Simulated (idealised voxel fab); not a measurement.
process module | voxel released beams
cross-section cut | 250 nm wide | cells 5 nm
A cross-section is a grid of square cells, given in bands from the top down. A band is one or more rows of cells.
Each band's line starts with the height of the band's top and of its bottom, in nm. Then come its materials from left to right, each with its width in nm. One material with "throughout" fills the band from edge to edge. "air" is empty space.
Height 0 is the level under which the wafer as received is all one material. The lowest band goes on downwards, as in "0 down".
A width such as "30 to 40" changes by the same amount from each row of cells to the next, from the band's top row to its bottom row.
"no change" after a step means that no cell of the cross-section changed.
closed voids: empty space of 8 cells or more with no open way to the top, each as width x height at its distance from the left edge, in nm
after a step's settings: what the simulator itself notes on the step
overlay nm, on a step with a mask: how far to the right of its planned place the mask lay; to the left if negative
Each pair below shows a cross-section before one step and the cross-section after it, down to the lowest band that changed. The line under each pair gives the step between them, with its settings. The pairs can come from different runs of this module on the same starting wafer, so a pair continues from the pair above only where its "before" says so.
before
  0 down: Si throughout
  closed voids: none
after
  5 to 0: SiN throughout
  below 0: unchanged
  closed voids: none
the step between: op CONFORMAL_DEP | material SiN | thk nm 5
before: the cross-section after the pair above
after
  15 to 5: SiO2 throughout
  below 5: unchanged
  closed voids: none
the step between: op DIRECTIONAL_DEP | material SiO2 | thk nm 10
before: the cross-section after the pair above
after
  15 to 5: SiO2 70 | air 40 | SiO2 140
  below 5: unchanged
  closed voids: none
the step between: op MASKED_ETCH | tone open | mask id ANCHOR | width nm 40 | etch materials SiO2 | depth nm 10 | overlay nm 0
before: the cross-section after the pair above
after
  30 to 20: polySi 85 | air 10 | polySi 155
  20 to 15: polySi throughout
  15 to 5: SiO2 70 | polySi 40 | SiO2 140
  below 5: unchanged
  closed voids: none
the step between: op CONFORMAL_DEP | material polySi | thk nm 15
before: the cross-section after the pair above
after
  40 to 30: aC 85 | air 10 | aC 155
  30 to 20: polySi 85 | aC 10 | polySi 155
  below 20: unchanged
  closed voids: none
the step between: op DIRECTIONAL_DEP | material aC | thk nm 10
before: the cross-section after the pair above
after
  65 to 40: air 65 | resist 115 | air 70
  40 to 30: aC 85 | resist 10 | aC 155
  below 30: unchanged
  closed voids: none
the step between: op PATTERN | tone cover | mask id BEAM | material resist | width nm 115 | thk nm 25 | overlay nm 0
before: the cross-section after the pair above
after
  55 to 40: air 65 | resist 115 | air 70
  40 to 30: air 65 | aC 20 | resist 10 | aC 85 | air 70
  below 30: unchanged
  closed voids: none
the step between: op DIRECTIONAL_ETCH | etch materials aC | depth nm 10
before: the cross-section after the pair above
after
  40 to 30: air 65 | aC 20 | air 10 | aC 85 | air 70
  below 30: unchanged
  closed voids: none
the step between: op STRIP | etch materials resist
before: the cross-section after the pair above
after
  40 to 30: air 65 | aC 20 | air 10 | aC 85 | air 70
  30 to 20: air 65 | polySi 20 | aC 10 | polySi 85 | air 70
  20 to 15: air 65 | polySi 115 | air 70
  below 15: unchanged
  closed voids: none
the step between: op DIRECTIONAL_ETCH | etch materials polySi | depth nm 15
before: the cross-section after the pair above
after
  30 to 20: air 65 | polySi 20 | air 10 | polySi 85 | air 70
  below 20: unchanged
  closed voids: none
the step between: op STRIP | etch materials aC
before: the cross-section after the pair above
after
  30 to 20: air 65 | polySi 20 | air 10 | polySi 85 | air 70
  20 to 15: air 65 | polySi 115 | air 70
  15 to 5: air 70 | polySi 40 | air 140
  below 5: unchanged
  closed voids: none
the step between: op STRIP | etch materials SiO2
before
  0 down: Si throughout
  closed voids: none
after
  10 to 0: SiO2 throughout
  below 0: unchanged
  closed voids: none
the step between: op DIRECTIONAL_DEP | material SiO2 | thk nm 10
before: the cross-section after the pair above
after
  10 to 0: SiO2 70 | air 40 | SiO2 140
  below 0: unchanged
  closed voids: none
the step between: op MASKED_ETCH | tone open | mask id ANCHOR | width nm 40 | etch materials SiO2 | depth nm 10 | overlay nm 0
before: the cross-section after the pair above
after
  25 to 15: polySi 85 | air 10 | polySi 155
  15 to 10: polySi throughout
  10 to 0: SiO2 70 | polySi 40 | SiO2 140
  below 0: unchanged
  closed voids: none
the step between: op CONFORMAL_DEP | material polySi | thk nm 15
before: the cross-section after the pair above
after
  35 to 25: aC 85 | air 10 | aC 155
  25 to 15: polySi 85 | aC 10 | polySi 155
  below 15: unchanged
  closed voids: none
the step between: op DIRECTIONAL_DEP | material aC | thk nm 10
before: the cross-section after the pair above
after
  60 to 35: air 65 | resist 115 | air 70
  35 to 25: aC 85 | resist 10 | aC 155
  below 25: unchanged
  closed voids: none
the step between: op PATTERN | tone cover | mask id BEAM | material resist | width nm 115 | thk nm 25 | overlay nm 0
before: the cross-section after the pair above
after
  50 to 35: air 65 | resist 115 | air 70
  35 to 25: air 65 | aC 20 | resist 10 | aC 85 | air 70
  below 25: unchanged
  closed voids: none
the step between: op DIRECTIONAL_ETCH | etch materials aC | depth nm 10
before: the cross-section after the pair above
after
  35 to 25: air 65 | aC 20 | air 10 | aC 85 | air 70
  below 25: unchanged
  closed voids: none
the step between: op STRIP | etch materials resist
before: the cross-section after the pair above
after
  35 to 25: air 65 | aC 20 | air 10 | aC 85 | air 70
  25 to 15: air 65 | polySi 20 | aC 10 | polySi 85 | air 70
  15 to 10: air 65 | polySi 115 | air 70
  below 10: unchanged
  closed voids: none
the step between: op DIRECTIONAL_ETCH | etch materials polySi | depth nm 15
before: the cross-section after the pair above
after
  25 to 15: air 65 | polySi 20 | air 10 | polySi 85 | air 70
  below 15: unchanged
  closed voids: none
the step between: op STRIP | etch materials aC
before: the cross-section after the pair above
after
  25 to 15: air 65 | polySi 20 | air 10 | polySi 85 | air 70
  15 to 10: air 65 | polySi 115 | air 70
  10 to 0: air 70 | polySi 40 | air 140
  below 0: unchanged
  closed voids: none
the step between: op STRIP | etch materials SiO2
before
  30 to 20: polySi 85 | air 10 | polySi 155
  20 to 15: polySi throughout
  15 to 5: SiO2 70 | polySi 40 | SiO2 140
  5 to 0: SiN throughout
  0 down: Si throughout
  closed voids: none
after
  45 to 15: polySi throughout
  below 15: unchanged
  closed voids: none
the step between: op CONFORMAL_DEP | material polySi | thk nm 15
before: the cross-section after the pair above
after
  55 to 45: aC throughout
  below 45: unchanged
  closed voids: none
the step between: op DIRECTIONAL_DEP | material aC | thk nm 10
before: the cross-section after the pair above
after
  80 to 55: air 65 | resist 115 | air 70
  below 55: unchanged
  closed voids: none
the step between: op PATTERN | tone cover | mask id BEAM | material resist | width nm 115 | thk nm 25 | overlay nm 0
before: the cross-section after the pair above
after
  70 to 55: air 65 | resist 115 | air 70
  55 to 45: air 65 | aC 115 | air 70
  below 45: unchanged
  closed voids: none
the step between: op DIRECTIONAL_ETCH | etch materials aC | depth nm 10
before: the cross-section after the pair above
after
  55 to 45: air 65 | aC 115 | air 70
  below 45: unchanged
  closed voids: none
the step between: op STRIP | etch materials resist
before: the cross-section after the pair above
after
  55 to 45: air 65 | aC 115 | air 70
  45 to 30: air 65 | polySi 115 | air 70
  below 30: unchanged
  closed voids: none
the step between: op DIRECTIONAL_ETCH | etch materials polySi | depth nm 15
before: the cross-section after the pair above
after
  45 to 30: air 65 | polySi 115 | air 70
  below 30: unchanged
  closed voids: none
the step between: op STRIP | etch materials aC
before
  10 to 0: SiO2 throughout
  0 down: Si throughout
  closed voids: none
after
  15 to 10: SiN throughout
  below 10: unchanged
  closed voids: none
the step between: op CONFORMAL_DEP | material SiN | thk nm 5
before: the cross-section after the pair above
after
  30 to 15: polySi throughout
  below 15: unchanged
  closed voids: none
the step between: op CONFORMAL_DEP | material polySi | thk nm 15
before: the cross-section after the pair above
after
  40 to 30: aC throughout
  below 30: unchanged
  closed voids: none
the step between: op DIRECTIONAL_DEP | material aC | thk nm 10
before: the cross-section after the pair above
after
  65 to 40: air 65 | resist 115 | air 70
  below 40: unchanged
  closed voids: none
the step between: op PATTERN | tone cover | mask id BEAM | material resist | width nm 115 | thk nm 25 | overlay nm 0
before: the cross-section after the pair above
after
  55 to 40: air 65 | resist 115 | air 70
  40 to 30: air 65 | aC 115 | air 70
  below 30: unchanged
  closed voids: none
the step between: op DIRECTIONAL_ETCH | etch materials aC | depth nm 10
before: the cross-section after the pair above
after
  40 to 30: air 65 | aC 115 | air 70
  below 30: unchanged
  closed voids: none
the step between: op STRIP | etch materials resist
before: the cross-section after the pair above
after
  40 to 30: air 65 | aC 115 | air 70
  30 to 15: air 65 | polySi 115 | air 70
  below 15: unchanged
  closed voids: none
the step between: op DIRECTIONAL_ETCH | etch materials polySi | depth nm 15
before: the cross-section after the pair above
after
  30 to 15: air 65 | polySi 115 | air 70
  below 15: unchanged
  closed voids: none
the step between: op STRIP | etch materials aC
before
  5 to 0: SiN throughout
  0 down: Si throughout
  closed voids: none
after
  10 to 5: SiO2 throughout
  below 5: unchanged
  closed voids: none
the step between: op DIRECTIONAL_DEP | material SiO2 | thk nm 5
before: the cross-section after the pair above
after
  10 to 5: SiO2 70 | air 40 | SiO2 140
  below 5: unchanged
  closed voids: none
the step between: op MASKED_ETCH | tone open | mask id ANCHOR | width nm 40 | etch materials SiO2 | depth nm 10 | overlay nm 0
before: the cross-section after the pair above
after
  25 to 20: polySi 85 | air 10 | polySi 155
  20 to 10: polySi throughout
  10 to 5: SiO2 70 | polySi 40 | SiO2 140
  below 5: unchanged
  closed voids: none
the step between: op CONFORMAL_DEP | material polySi | thk nm 15
before: the cross-section after the pair above
after
  35 to 30: aC 85 | air 10 | aC 155
  30 to 25: aC throughout
  25 to 20: polySi 85 | aC 10 | polySi 155
  below 20: unchanged
  closed voids: none
the step between: op DIRECTIONAL_DEP | material aC | thk nm 10
before: the cross-section after the pair above
after
  60 to 35: air 65 | resist 115 | air 70
  35 to 30: aC 85 | resist 10 | aC 155
  below 30: unchanged
  closed voids: none
the step between: op PATTERN | tone cover | mask id BEAM | material resist | width nm 115 | thk nm 25 | overlay nm 0
before: the cross-section after the pair above
after
  50 to 35: air 65 | resist 115 | air 70
  35 to 30: air 65 | aC 20 | resist 10 | aC 85 | air 70
  30 to 25: air 65 | aC 115 | air 70
  below 25: unchanged
  closed voids: none
the step between: op DIRECTIONAL_ETCH | etch materials aC | depth nm 10
before: the cross-section after the pair above
after
  35 to 30: air 65 | aC 20 | air 10 | aC 85 | air 70
  below 30: unchanged
  closed voids: none
the step between: op STRIP | etch materials resist
before: the cross-section after the pair above
after
  35 to 30: air 65 | aC 20 | air 10 | aC 85 | air 70
  30 to 25: air 65 | aC 115 | air 70
  25 to 20: air 65 | polySi 20 | aC 10 | polySi 85 | air 70
  20 to 10: air 65 | polySi 115 | air 70
  below 10: unchanged
  closed voids: none
the step between: op DIRECTIONAL_ETCH | etch materials polySi | depth nm 15
before: the cross-section after the pair above
after
  25 to 20: air 65 | polySi 20 | air 10 | polySi 85 | air 70
  below 20: unchanged
  closed voids: none
the step between: op STRIP | etch materials aC
before: the cross-section after the pair above
after
  25 to 20: air 65 | polySi 20 | air 10 | polySi 85 | air 70
  20 to 10: air 65 | polySi 115 | air 70
  10 to 5: air 70 | polySi 40 | air 140
  below 5: unchanged
  closed voids: none
the step between: op STRIP | etch materials SiO2
before
  40 to 30: aC 85 | air 10 | aC 155
  30 to 20: polySi 85 | aC 10 | polySi 155
  20 to 15: polySi throughout
  15 to 5: SiO2 70 | polySi 40 | SiO2 140
  5 to 0: SiN throughout
  0 down: Si throughout
  closed voids: none
after
  65 to 40: air 60 | resist 125 | air 65
  40 to 30: aC 85 | resist 10 | aC 155
  below 30: unchanged
  closed voids: none
the step between: op PATTERN | tone cover | mask id BEAM | material resist | width nm 125 | thk nm 25 | overlay nm 0
before: the cross-section after the pair above
after
  55 to 40: air 60 | resist 125 | air 65
  40 to 30: air 60 | aC 25 | resist 10 | aC 90 | air 65
  below 30: unchanged
  closed voids: none
the step between: op DIRECTIONAL_ETCH | etch materials aC | depth nm 10
before: the cross-section after the pair above
after
  40 to 30: air 60 | aC 25 | air 10 | aC 90 | air 65
  below 30: unchanged
  closed voids: none
the step between: op STRIP | etch materials resist
before: the cross-section after the pair above
after
  40 to 30: air 60 | aC 25 | air 10 | aC 90 | air 65
  30 to 20: air 60 | polySi 25 | aC 10 | polySi 90 | air 65
  20 to 15: air 60 | polySi 125 | air 65
  below 15: unchanged
  closed voids: none
the step between: op DIRECTIONAL_ETCH | etch materials polySi | depth nm 15
before: the cross-section after the pair above
after
  30 to 20: air 60 | polySi 25 | air 10 | polySi 90 | air 65
  below 20: unchanged
  closed voids: none
the step between: op STRIP | etch materials aC
before: the cross-section after the pair above
after
  30 to 20: air 60 | polySi 25 | air 10 | polySi 90 | air 65
  20 to 15: air 60 | polySi 125 | air 65
  15 to 5: air 70 | polySi 40 | air 140
  below 5: unchanged
  closed voids: none
the step between: op STRIP | etch materials SiO2
before
  40 to 30: aC 85 | air 10 | aC 155
  30 to 20: polySi 85 | aC 10 | polySi 155
  20 to 15: polySi throughout
  15 to 5: SiO2 70 | polySi 40 | SiO2 140
  5 to 0: SiN throughout
  0 down: Si throughout
  closed voids: none
after
  65 to 40: air 75 | resist 115 | air 60
  40 to 30: aC 85 | resist 10 | aC 155
  below 30: unchanged
  closed voids: none
the step between: op PATTERN | tone cover | mask id BEAM | material resist | width nm 115 | thk nm 25 | overlay nm 10
before: the cross-section after the pair above
after
  55 to 40: air 75 | resist 115 | air 60
  40 to 30: air 75 | aC 10 | resist 10 | aC 95 | air 60
  below 30: unchanged
  closed voids: none
the step between: op DIRECTIONAL_ETCH | etch materials aC | depth nm 10
before: the cross-section after the pair above
after
  40 to 30: air 75 | aC 10 | air 10 | aC 95 | air 60
  below 30: unchanged
  closed voids: none
the step between: op STRIP | etch materials resist
before: the cross-section after the pair above
after
  40 to 30: air 75 | aC 10 | air 10 | aC 95 | air 60
  30 to 20: air 75 | polySi 10 | aC 10 | polySi 95 | air 60
  20 to 15: air 75 | polySi 115 | air 60
  below 15: unchanged
  closed voids: none
the step between: op DIRECTIONAL_ETCH | etch materials polySi | depth nm 15
before: the cross-section after the pair above
after
  30 to 20: air 75 | polySi 10 | air 10 | polySi 95 | air 60
  below 20: unchanged
  closed voids: none
the step between: op STRIP | etch materials aC
before: the cross-section after the pair above
after
  30 to 20: air 75 | polySi 10 | air 10 | polySi 95 | air 60
  20 to 15: air 75 | polySi 115 | air 60
  15 to 5: air 70 | polySi 40 | air 140
  below 5: unchanged
  closed voids: none
the step between: op STRIP | etch materials SiO2
before
  30 to 20: polySi 85 | air 10 | polySi 155
  20 to 15: polySi throughout
  15 to 5: SiO2 70 | polySi 40 | SiO2 140
  5 to 0: SiN throughout
  0 down: Si throughout
  closed voids: none
after
  40 to 30: polySi 85 | air 10 | polySi 155
  30 to 15: polySi throughout
  below 15: unchanged
  closed voids: none
the step between: op DIRECTIONAL_DEP | material polySi | thk nm 10
before: the cross-section after the pair above
after
  65 to 40: air 65 | resist 115 | air 70
  40 to 30: polySi 85 | resist 10 | polySi 155
  below 30: unchanged
  closed voids: none
the step between: op PATTERN | tone cover | mask id BEAM | material resist | width nm 115 | thk nm 25 | overlay nm 0
before: the cross-section after the pair above
after
  55 to 40: air 65 | resist 115 | air 70
  below 40: unchanged
  closed voids: none
the step between: op DIRECTIONAL_ETCH | etch materials aC | depth nm 10
before: the cross-section after the pair above
after
  40 to 30: polySi 85 | air 10 | polySi 155
  below 30: unchanged
  closed voids: none
the step between: op STRIP | etch materials resist
before: the cross-section after the pair above
after
  25 to 15: polySi 85 | air 10 | polySi 155
  below 15: unchanged
  closed voids: none
the step between: op DIRECTIONAL_ETCH | etch materials polySi | depth nm 15
before
  15 to 5: SiO2 throughout
  5 to 0: SiN throughout
  0 down: Si throughout
  closed voids: none
after
  15 to 5: air 70 | SiO2 40 | air 140
  below 5: unchanged
  closed voids: none
the step between: op MASKED_ETCH | tone cover | mask id ANCHOR | width nm 40 | etch materials SiO2 | depth nm 10 | overlay nm 0
before: the cross-section after the pair above
after
  30 to 20: air 55 | polySi 70 | air 125
  20 to 15: polySi throughout
  15 to 5: polySi 70 | SiO2 40 | polySi 140
  below 5: unchanged
  closed voids: none
the step between: op CONFORMAL_DEP | material polySi | thk nm 15
before: the cross-section after the pair above
after
  40 to 30: air 55 | aC 70 | air 125
  30 to 20: aC 55 | polySi 70 | aC 125
  below 20: unchanged
  closed voids: none
the step between: op DIRECTIONAL_DEP | material aC | thk nm 10
before: the cross-section after the pair above
after
  65 to 40: air 65 | resist 115 | air 70
  40 to 30: air 55 | aC 70 | resist 55 | air 70
  below 30: unchanged
  closed voids: none
the step between: op PATTERN | tone cover | mask id BEAM | material resist | width nm 115 | thk nm 25 | overlay nm 0
before: the cross-section after the pair above
after
  55 to 40: air 65 | resist 115 | air 70
  40 to 30: air 65 | aC 60 | resist 55 | air 70
  30 to 20: air 55 | polySi 70 | aC 55 | air 70
  below 20: unchanged
  closed voids: none
the step between: op DIRECTIONAL_ETCH | etch materials aC | depth nm 10
before: the cross-section after the pair above
after
  40 to 30: air 65 | aC 60 | air 125
  below 30: unchanged
  closed voids: none
the step between: op STRIP | etch materials resist
before: the cross-section after the pair above
after
  40 to 30: air 65 | aC 60 | air 125
  30 to 20: air 65 | polySi 60 | aC 55 | air 70
  20 to 15: air 65 | polySi 115 | air 70
  15 to 5: air 55 | polySi 15 | SiO2 40 | polySi 70 | air 70
  below 5: unchanged
  closed voids: none
the step between: op DIRECTIONAL_ETCH | etch materials polySi | depth nm 15
before: the cross-section after the pair above
after
  30 to 20: air 65 | polySi 60 | air 125
  below 20: unchanged
  closed voids: none
the step between: op STRIP | etch materials aC
